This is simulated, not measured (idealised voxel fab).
The document below concerns the process module designated voxel local oxidation.
Xsec cut, 240 nm wide, square cell size 5 nm.
How to read a cross-section here: the picture is a grid of square cells, written as bands going from the top down, and any band can span one or more rows of cells. Top height, bottom height, nm. Materials left to right, width each, nm. Single material + "edge to edge" = fills band edge to edge. "empty" = empty. Height datum 0, below which the as-received substrate wafer is one material. Lowest band open at the bottom, running downward: "0..down". Width "30->40": first value at the band's top row of cells, second value at its bottom row, equal change from row to row. "nothing got changed" after a step means that no cell of the cross-section changed. "Closed void register" means: voids of 8 cells or more that are shut off from the top with no open way through. Written width x height at distance, distance from the left edge, in nm. after a step's settings: what the simulator itself notes on the step. A step line may carry the setting "overlay nm", which, for steps involving a mask, states the distance by which the mask lay to the right of its intended position; negative values denote displacement to the left.

-- Planned process steps
| 1 | RECEIVE (material Si) |
| 2 | OXIDIZE (depth nm 5) |
| 3 | CONFORMAL_DEP (material SiN; thk nm 15) |
| 4 | MASKED_ETCH (tone cover; mask id ACTIVE; width nm 115; etch materials SiN; depth nm 15; overlay nm 0) |
| 5 | SELECTIVE_ETCH (etch materials SiO2; depth nm 5) |
| 6 | OXIDIZE (depth nm 10) |
| 7 | STRIP (etch materials SiN) |

-- As received (post step 1): cross-section
> 0..down | Si edge to edge
> Closed void register: none

-- The cross-section shown corresponds to the wafer at the conclusion of the module. The initial structure and the process plan are those presented above; however, one mistake occurred in executing the plan
> 0..-5 | 70 empty  100 SiO2  70 empty
> -5..-15 | 80 SiO2  80 Si  80 SiO2
> -15..down | Si edge to edge
> Closed void register: none
Misprocessing identified: contrary to plan, step 4 was performed as MASKED_ETCH (tone cover; mask id ACTIVE; width nm 110; etch materials SiN; depth nm 15; overlay nm 0)
